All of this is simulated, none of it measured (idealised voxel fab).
Process module in this document: voxel released beams
Each square cell in cross-section cut measures 5 nm, and the section as a whole is 205 nm wide.
Cross-section = grid of square cells, listed top down in bands; band = one or more rows.
Look at the band entry: it leads with the top's height and the bottom's height in nm. Then it lists the materials left to right, with a width in nm for each. The word "everywhere" on a single material says that material fills the band edge to edge. The word "blank" is empty space.
It should be noted that heights are counted from 0, beneath which the wafer as supplied is of one material throughout, and that the lowest band possesses no lower boundary but continues downward, as written in "from 0 down".
Read "30..40" as a graded width: first number on top, second number at the bottom, same change between each pair of neighbouring rows.
You'll sometimes find "nothing got changed" written for a step, and that's the way of saying that nowhere in the cross-section did a cell change during that step.
Any empty space of 8 cells or more lacking an open way to the top shows up in "Non-vented voids" as width x height at distance, distance from the left edge, in nm.
Formally, on a step line, whatever follows the settings is a remark that the simulator itself makes on the step.
overlay nm: how far to the right of its planned place the mask lay on this masked step (negative: to the left).

Planned step list for the process
1,RECEIVE with material Si
2,CONFORMAL_DEP with material SiN, thk nm 5
3,DIRECTIONAL_DEP with material SiO2, thk nm 15
4,PATTERN with tone open, mask id ANCHOR, material resist, width nm 35, thk nm 20, overlay nm 0
5,DIRECTIONAL_ETCH with etch materials SiO2, depth nm 15
6,STRIP with etch materials resist
7,CONFORMAL_DEP with material TiN, thk nm 15
8,PATTERN with tone cover, mask id BEAM, material resist, width nm 105, thk nm 15, overlay nm 0
9,DIRECTIONAL_ETCH with etch materials TiN, depth nm 15
10,STRIP with etch materials resist
11,STRIP with etch materials SiO2

As received, after step 1
- from 0 down = Si everywhere
- Non-vented voids: none

First of two wafers, end-of-module section, run followed plan
- from 35 to 20 = blank 45 nm / TiN 20 nm / blank 5 nm / TiN 80 nm / blank 55 nm
- from 20 to 5 = blank 50 nm / TiN 35 nm / blank 120 nm
- from 5 to 0 = SiN everywhere
- from 0 down = Si everywhere
- Non-vented voids: none

Now the second wafer, cross-sectioned at the end of the module. Nothing different at the start, nothing different in the plan compared with the first, just one mistake when it was actually run
- from 40 to 25 = blank 45 nm / TiN 105 nm / blank 55 nm
- from 25 to 20 = TiN everywhere
- from 20 to 5 = SiO2 50 nm / TiN 35 nm / SiO2 120 nm
- from 5 to 0 = SiN everywhere
- from 0 down = Si everywhere
- Non-vented voids: none
Which mistake was made when the wafer was run? contrary to plan, step 7 was performed as CONFORMAL_DEP with material TiN, thk nm 20
It is noted that, at the conclusion of processing, the second wafer exhibits a higher or lower cell count for certain materials relative to the first: 102 more of SiO2 | 44 more of TiN
